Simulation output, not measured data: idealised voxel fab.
A process module follows: voxel double patterning.
Section shown: cut. Width: 270 nm. Cell size: 5 nm, square.
For the purposes of this document, a cross-section shall be understood as a grid of square cells, specified as bands listed in top-to-bottom order, each band consisting of one or more rows of cells.
It is stipulated that each band's entry specify, in nanometres, the height of the top of the band and then that of its bottom, followed by the materials of the band in left-to-right sequence, each together with its width in nanometres. A single material marked by the word "all across" is understood to fill the band from edge to edge; the word "air" is understood to denote empty space.
Note: height 0 marks the level under which the wafer is uniformly one material as received. Lowest band unbounded below, written "0 down".
When a width is written as two numbers, as in "30 to 40", the first number is the width in the top row of cells of the band and the second is the width in its bottom row, and the width changes by the same amount from each row to the next.
"nothing got changed" after a step means that no cell of the cross-section changed.
Entry "Entrapped void list". Content: empty spaces with no open connection to the top, size 8 cells or greater. Each: width x height at distance. Distance: from left edge. Unit: nm.
Anything after a step's settings on that line? It's the simulator's own note about the step.
overlay nm: right-of-plan distance of the mask on a masked step; negative values mean left-of-plan.
# List of planned process steps
1) op RECEIVE | material Si
2) op CONFORMAL_DEP | material SiO2 | thk nm 10
3) op DIRECTIONAL_DEP | material TiN | thk nm 20
4) op DIRECTIONAL_DEP | material SiN | thk nm 5
5) op DIRECTIONAL_DEP | material aC | thk nm 10
6) op PATTERN | tone open | mask id FIRST | material resist | width nm 15 | pitch nm 50 | thk nm 30 | overlay nm 0
7) op DIRECTIONAL_ETCH | etch materials aC | depth nm 10
8) op STRIP | etch materials resist
9) op DIRECTIONAL_ETCH | etch materials SiN | depth nm 5
10) op STRIP | etch materials aC
11) op DIRECTIONAL_DEP | material aC | thk nm 10
12) op PATTERN | tone open | mask id SECOND | material resist | width nm 15 | pitch nm 50 | thk nm 30 | overlay nm 0
13) op DIRECTIONAL_ETCH | etch materials aC | depth nm 10
14) op STRIP | etch materials resist
15) op DIRECTIONAL_ETCH | etch materials SiN | depth nm 5
16) op STRIP | etch materials aC
17) op DIRECTIONAL_ETCH | etch materials TiN | depth nm 20
18) op STRIP | etch materials SiN
# As received (post step 1): cross-section
* 0 down = Si all across
* Entrapped void list: none
# Final wafer profile in cross-section after the module, from the same start and plan as above, with one mistake made during processing
* 35 to 30 = SiO2 all across
* 30 to 10 = TiN all across
* 10 to 0 = SiO2 all across
* 0 down = Si all across
* Entrapped void list: none
Run error: step 4 ran with different settings than intended, the actual operation and settings being op DIRECTIONAL_DEP | material SiO2 | thk nm 5
